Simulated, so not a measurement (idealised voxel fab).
process module | voxel capacitor over wiring
cross-section cut | 300 nm wide | cells 5 nm
A cross-section is a grid of square cells, given in bands from the top down. A band is one or more rows of cells.
Each band's line starts with the height of the band's top and of its bottom, in nm. Then come its materials from left to right, each with its width in nm. One material with "throughout" fills the band from edge to edge. "air" is empty space.
Height 0 is the level under which the wafer as received is all one material. The lowest band goes on downwards, as in "0 down".
A width such as "30 to 40" changes by the same amount from each row of cells to the next, from the band's top row to its bottom row.
"no change" after a step means that no cell of the cross-section changed.
closed voids: empty space of 8 cells or more with no open way to the top, each as width x height at its distance from the left edge, in nm
after a step's settings: what the simulator itself notes on the step
overlay nm, on a step with a mask: how far to the right of its planned place the mask lay; to the left if negative
plan
1 op RECEIVE | material Si
2 op CONFORMAL_DEP | material SiO2 | thk nm 10
3 op DIRECTIONAL_DEP | material TiN | thk nm 5
4 op DIRECTIONAL_DEP | material W | thk nm 20
5 op DIRECTIONAL_DEP | material aC | thk nm 10
6 op PATTERN | tone cover | mask id METAL_1 | material resist | width nm 20 | pitch nm 85 | thk nm 30 | overlay nm 0
7 op DIRECTIONAL_ETCH | etch materials aC | depth nm 10
8 op STRIP | etch materials resist
9 op DIRECTIONAL_ETCH | etch materials W | depth nm 20
10 op DIRECTIONAL_ETCH | etch materials TiN | depth nm 5
11 op STRIP | etch materials aC
12 op CONFORMAL_DEP | material SiN | thk nm 5
13 op FILL_DEP | material lowk | thk nm 10
14 op CMP | height nm 35
15 op CONFORMAL_DEP | material SiCN | thk nm 5
16 op DIRECTIONAL_DEP | material SiO2 | thk nm 20
17 op MASKED_ETCH | tone open | mask id PLUG_1 | width nm 15 | etch materials SiO2 | depth nm 20 | overlay nm 0
18 op MASKED_ETCH | tone open | mask id PLUG_1 | width nm 15 | etch materials SiCN | depth nm 5 | overlay nm 0
19 op CONFORMAL_DEP | material TiN | thk nm 5
20 op FILL_DEP | material Cu | thk nm 5
21 op CMP | height nm 60
22 op DIRECTIONAL_DEP | material TiN | thk nm 5
23 op DIRECTIONAL_DEP | material Al2O3 | thk nm 5
24 op DIRECTIONAL_DEP | material TiN | thk nm 10
25 op DIRECTIONAL_DEP | material aC | thk nm 15
26 op PATTERN | tone cover | mask id UPPER_PLATE | material resist | width nm 70 | thk nm 35 | overlay nm 0
27 op DIRECTIONAL_ETCH | etch materials aC | depth nm 15
28 op STRIP | etch materials resist
29 op DIRECTIONAL_ETCH | etch materials TiN | depth nm 10
30 op DIRECTIONAL_ETCH | etch materials Al2O3 | depth nm 5
31 op STRIP | etch materials aC
32 op DIRECTIONAL_DEP | material aC | thk nm 10
33 op PATTERN | tone cover | mask id LOWER_PLATE | material resist | width nm 80 | thk nm 30 | overlay nm 0
34 op DIRECTIONAL_ETCH | etch materials aC | depth nm 10
35 op STRIP | etch materials resist
36 op DIRECTIONAL_ETCH | etch materials TiN | depth nm 5
37 op STRIP | etch materials aC
38 op FILL_DEP | material SiO2 | thk nm 15
39 op CMP | height nm 90
40 op PATTERN | tone open | mask id PLUG_2 | material resist | width nm 15 | thk nm 20 | overlay nm 0
41 op DIRECTIONAL_ETCH | etch materials SiO2 | depth nm 10
42 op STRIP | etch materials resist
43 op CONFORMAL_DEP | material TiN | thk nm 5
44 op FILL_DEP | material Ru | thk nm 5
45 op CMP | height nm 90
46 op CONFORMAL_DEP | material SiN | thk nm 5
first wafer, as planned
as received, after step 1
  0 down: Si throughout
  closed voids: none
after step 2
  10 to 0: SiO2 throughout
  below 0: unchanged
after step 3
  15 to 10: TiN throughout
  below 10: unchanged
after step 4
  35 to 15: W throughout
  below 15: unchanged
after step 5
  45 to 35: aC throughout
  below 35: unchanged
after step 6
  75 to 45: air 95 | resist 20 | air 65 | resist 20 | air 100
  below 45: unchanged
after step 7
  65 to 45: air 95 | resist 20 | air 65 | resist 20 | air 100
  45 to 35: air 95 | aC 20 | air 65 | aC 20 | air 100
  below 35: unchanged
after step 8
  45 to 35: air 95 | aC 20 | air 65 | aC 20 | air 100
  below 35: unchanged
after step 9
  45 to 35: air 95 | aC 20 | air 65 | aC 20 | air 100
  35 to 15: air 95 | W 20 | air 65 | W 20 | air 100
  below 15: unchanged
after step 10
  45 to 35: air 95 | aC 20 | air 65 | aC 20 | air 100
  35 to 15: air 95 | W 20 | air 65 | W 20 | air 100
  15 to 10: air 95 | TiN 20 | air 65 | TiN 20 | air 100
  below 10: unchanged
after step 11
  35 to 15: air 95 | W 20 | air 65 | W 20 | air 100
  below 15: unchanged
after step 12
  40 to 35: air 90 | SiN 30 | air 55 | SiN 30 | air 95
  35 to 15: air 90 | SiN 5 | W 20 | SiN 5 | air 55 | SiN 5 | W 20 | SiN 5 | air 95
  15 to 10: SiN 95 | TiN 20 | SiN 65 | TiN 20 | SiN 100
  below 10: unchanged
after step 13
  50 to 40: lowk throughout
  40 to 35: lowk 90 | SiN 30 | lowk 55 | SiN 30 | lowk 95
  35 to 15: lowk 90 | SiN 5 | W 20 | SiN 5 | lowk 55 | SiN 5 | W 20 | SiN 5 | lowk 95
  below 15: unchanged
after step 14
  35 to 15: lowk 90 | SiN 5 | W 20 | SiN 5 | lowk 55 | SiN 5 | W 20 | SiN 5 | lowk 95
  below 15: unchanged
after step 15
  40 to 35: SiCN throughout
  below 35: unchanged
after step 16
  60 to 40: SiO2 throughout
  below 40: unchanged
after step 17
  60 to 40: SiO2 100 | air 15 | SiO2 185
  below 40: unchanged
after step 18
  60 to 40: SiO2 100 | air 15 | SiO2 185
  40 to 35: SiCN 100 | air 15 | SiCN 185
  below 35: unchanged
after step 19
  65 to 60: TiN 105 | air 5 | TiN 190
  60 to 40: SiO2 100 | TiN 5 | air 5 | TiN 5 | SiO2 185
  40 to 35: SiCN 100 | TiN 15 | SiCN 185
  below 35: unchanged
after step 20
  70 to 65: Cu throughout
  65 to 60: TiN 105 | Cu 5 | TiN 190
  60 to 40: SiO2 100 | TiN 5 | Cu 5 | TiN 5 | SiO2 185
  below 40: unchanged
after step 21
  60 to 40: SiO2 100 | TiN 5 | Cu 5 | TiN 5 | SiO2 185
  below 40: unchanged
after step 22
  65 to 60: TiN throughout
  below 60: unchanged
after step 23
  70 to 65: Al2O3 throughout
  below 65: unchanged
after step 24
  80 to 70: TiN throughout
  below 70: unchanged
after step 25
  95 to 80: aC throughout
  below 80: unchanged
after step 26
  130 to 95: air 100 | resist 70 | air 130
  below 95: unchanged
after step 27
  115 to 95: air 100 | resist 70 | air 130
  95 to 80: air 100 | aC 70 | air 130
  below 80: unchanged
after step 28
  95 to 80: air 100 | aC 70 | air 130
  below 80: unchanged
after step 29
  95 to 80: air 100 | aC 70 | air 130
  80 to 70: air 100 | TiN 70 | air 130
  below 70: unchanged
after step 30
  95 to 80: air 100 | aC 70 | air 130
  80 to 70: air 100 | TiN 70 | air 130
  70 to 65: air 100 | Al2O3 70 | air 130
  below 65: unchanged
after step 31
  80 to 70: air 100 | TiN 70 | air 130
  below 70: unchanged
after step 32
  90 to 80: air 100 | aC 70 | air 130
  80 to 75: air 100 | TiN 70 | air 130
  75 to 70: aC 100 | TiN 70 | aC 130
  70 to 65: aC 100 | Al2O3 70 | aC 130
  below 65: unchanged
after step 33
  120 to 90: air 95 | resist 80 | air 125
  90 to 80: air 95 | resist 5 | aC 70 | resist 5 | air 125
  80 to 75: air 95 | resist 5 | TiN 70 | resist 5 | air 125
  below 75: unchanged
after step 34
  110 to 90: air 95 | resist 80 | air 125
  90 to 80: air 95 | resist 5 | aC 70 | resist 5 | air 125
  80 to 75: air 95 | resist 5 | TiN 70 | resist 5 | air 125
  75 to 70: air 95 | aC 5 | TiN 70 | aC 5 | air 125
  70 to 65: air 95 | aC 5 | Al2O3 70 | aC 5 | air 125
  below 65: unchanged
after step 35
  90 to 80: air 100 | aC 70 | air 130
  80 to 75: air 100 | TiN 70 | air 130
  below 75: unchanged
after step 36
  90 to 80: air 100 | aC 70 | air 130
  80 to 75: air 100 | TiN 70 | air 130
  75 to 70: air 95 | aC 5 | TiN 70 | aC 5 | air 125
  70 to 65: air 95 | aC 5 | Al2O3 70 | aC 5 | air 125
  65 to 60: air 95 | TiN 80 | air 125
  below 60: unchanged
after step 37
  80 to 70: air 100 | TiN 70 | air 130
  70 to 65: air 100 | Al2O3 70 | air 130
  below 65: unchanged
after step 38
  95 to 80: SiO2 throughout
  80 to 70: SiO2 100 | TiN 70 | SiO2 130
  70 to 65: SiO2 100 | Al2O3 70 | SiO2 130
  65 to 60: SiO2 95 | TiN 80 | SiO2 125
  below 60: unchanged
after step 39
  90 to 80: SiO2 throughout
  below 80: unchanged
after step 40
  110 to 90: resist 110 | air 15 | resist 175
  below 90: unchanged
after step 41
  110 to 90: resist 110 | air 15 | resist 175
  90 to 80: SiO2 110 | air 15 | SiO2 175
  below 80: unchanged
after step 42
  90 to 80: SiO2 110 | air 15 | SiO2 175
  below 80: unchanged
after step 43
  95 to 90: TiN 115 | air 5 | TiN 180
  90 to 85: SiO2 110 | TiN 5 | air 5 | TiN 5 | SiO2 175
  85 to 80: SiO2 110 | TiN 15 | SiO2 175
  below 80: unchanged
after step 44
  100 to 95: Ru throughout
  95 to 90: TiN 115 | Ru 5 | TiN 180
  90 to 85: SiO2 110 | TiN 5 | Ru 5 | TiN 5 | SiO2 175
  below 85: unchanged
after step 45
  90 to 85: SiO2 110 | TiN 5 | Ru 5 | TiN 5 | SiO2 175
  below 85: unchanged
after step 46
  95 to 90: SiN throughout
  below 90: unchanged
second wafer: like start, like plan, one mistake. Through step 39 it matches the first wafer
when step 40 should have ended
  110 to 90: air 110 | resist 15 | air 175
  below 90: unchanged
when step 41 should have ended
  110 to 90: air 110 | resist 15 | air 175
  90 to 80: air 110 | SiO2 15 | air 175
  below 80: unchanged
when step 42 should have ended
  90 to 80: air 110 | SiO2 15 | air 175
  below 80: unchanged
when step 43 should have ended
  95 to 90: air 105 | TiN 25 | air 170
  90 to 85: air 105 | TiN 5 | SiO2 15 | TiN 5 | air 170
  85 to 80: TiN 110 | SiO2 15 | TiN 175
  below 80: unchanged
when step 44 should have ended
  100 to 95: Ru throughout
  95 to 90: Ru 105 | TiN 25 | Ru 170
  90 to 85: Ru 105 | TiN 5 | SiO2 15 | TiN 5 | Ru 170
  below 85: unchanged
when step 45 should have ended
  90 to 85: Ru 105 | TiN 5 | SiO2 15 | TiN 5 | Ru 170
  below 85: unchanged
when step 46 should have ended
  95 to 90: SiN throughout
  below 90: unchanged
what went wrong: step 40 ran as: op PATTERN | tone cover | mask id PLUG_2 | material resist | width nm 15 | thk nm 20 | overlay nm 0
at the end the second wafer has, in cells: 54 more of Ru | 108 fewer of SiO2 | 54 more of TiN
